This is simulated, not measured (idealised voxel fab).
process module | voxel capacitor over wiring
cross-section cut | 265 nm wide | cells 5 nm
A cross-section is a grid of square cells, given in bands from the top down. A band is one or more rows of cells.
Each band's line starts with the height of the band's top and of its bottom, in nm. Then come its materials from left to right, each with its width in nm. One material with "throughout" fills the band from edge to edge. "air" is empty space.
Height 0 is the level under which the wafer as received is all one material. The lowest band goes on downwards, as in "0 down".
A width such as "30 to 40" changes by the same amount from each row of cells to the next, from the band's top row to its bottom row.
"no change" after a step means that no cell of the cross-section changed.
closed voids: empty space of 8 cells or more with no open way to the top, each as width x height at its distance from the left edge, in nm
after a step's settings: what the simulator itself notes on the step
overlay nm, on a step with a mask: how far to the right of its planned place the mask lay; to the left if negative
plan
1 op RECEIVE | material Si
2 op CONFORMAL_DEP | material SiO2 | thk nm 15
3 op CONFORMAL_DEP | material SiN | thk nm 5
4 op DIRECTIONAL_DEP | material SiO2 | thk nm 20
5 op PATTERN | tone open | mask id METAL_1 | material resist | width nm 30 | pitch nm 80 | thk nm 15 | overlay nm 0
6 op DIRECTIONAL_ETCH | etch materials SiO2 | depth nm 20
7 op DIRECTIONAL_ETCH | etch materials SiN | depth nm 5
8 op STRIP | etch materials resist
9 op CONFORMAL_DEP | material TiN | thk nm 5
10 op FILL_DEP | material Ru | thk nm 5
11 op CMP | height nm 40
12 op EPI | material Ru | thk nm 5
13 op FILL_DEP | material SiCN | thk nm 5
14 op DIRECTIONAL_DEP | material SiO2 | thk nm 20
15 op MASKED_ETCH | tone open | mask id PLUG_1 | width nm 15 | etch materials SiO2 | depth nm 20 | overlay nm 0
16 op MASKED_ETCH | tone open | mask id PLUG_1 | width nm 15 | etch materials SiCN | depth nm 5 | overlay nm 0
17 op EPI | material Ru | thk nm 10
18 op EPI | material Ru | thk nm 10
19 op EPI | material Ru | thk nm 5
20 op DIRECTIONAL_DEP | material TiN | thk nm 10
21 op DIRECTIONAL_DEP | material Al2O3 | thk nm 5
22 op DIRECTIONAL_DEP | material TiN | thk nm 10
23 op DIRECTIONAL_DEP | material aC | thk nm 15
24 op PATTERN | tone cover | mask id UPPER_PLATE | material resist | width nm 55 | thk nm 30 | overlay nm 0
25 op DIRECTIONAL_ETCH | etch materials aC | depth nm 15
26 op STRIP | etch materials resist
27 op DIRECTIONAL_ETCH | etch materials TiN | depth nm 10
28 op DIRECTIONAL_ETCH | etch materials Al2O3 | depth nm 5
29 op STRIP | etch materials aC
30 op MASKED_ETCH | tone cover | mask id LOWER_PLATE | width nm 65 | etch materials TiN | depth nm 10 | overlay nm 0
31 op FILL_DEP | material SiO2 | thk nm 15
32 op CMP | height nm 105
33 op DIRECTIONAL_DEP | material aC | thk nm 10
34 op PATTERN | tone open | mask id PLUG_2 | material resist | width nm 15 | thk nm 30 | overlay nm 0
35 op DIRECTIONAL_ETCH | etch materials aC | depth nm 10
36 op STRIP | etch materials resist
37 op DIRECTIONAL_ETCH | etch materials SiO2 | depth nm 10
38 op STRIP | etch materials aC
39 op CONFORMAL_DEP | material TiN | thk nm 5
40 op FILL_DEP | material Cu | thk nm 5
41 op CMP | height nm 105
42 op CONFORMAL_DEP | material SiCN | thk nm 5
as received, after step 1
  0 down: Si throughout
  closed voids: none
a wafer at the end: this start, this plan, one mistake
  110 to 105: SiCN throughout
  105 to 100: SiO2 100 | TiN 5 | Al2O3 40 | SiO2 120
  100 to 95: SiO2 85 | TiN 5 | SiO2 10 | TiN 50 | SiO2 115
  95 to 85: SiO2 85 to 90 | TiN 65 to 15 | SiO2 115 to 160
  85 to 80: SiO2 90 | Al2O3 15 | SiO2 160
  80 to 70: SiO2 90 | TiN 15 | SiO2 160
  70 to 50: SiO2 throughout
  50 to 45: SiCN throughout
  45 to 40: SiCN 70 | Ru 40 | SiCN 40 | Ru 40 | SiCN 75
  40 to 20: SiO2 75 | TiN 5 | Ru 20 | TiN 5 | SiO2 50 | TiN 5 | Ru 20 | TiN 5 | SiO2 80
  20 to 15: SiN 75 | TiN 30 | SiN 50 | TiN 30 | SiN 80
  15 to 0: SiO2 throughout
  0 down: Si throughout
  closed voids: none
what went wrong: step 14 was run twice
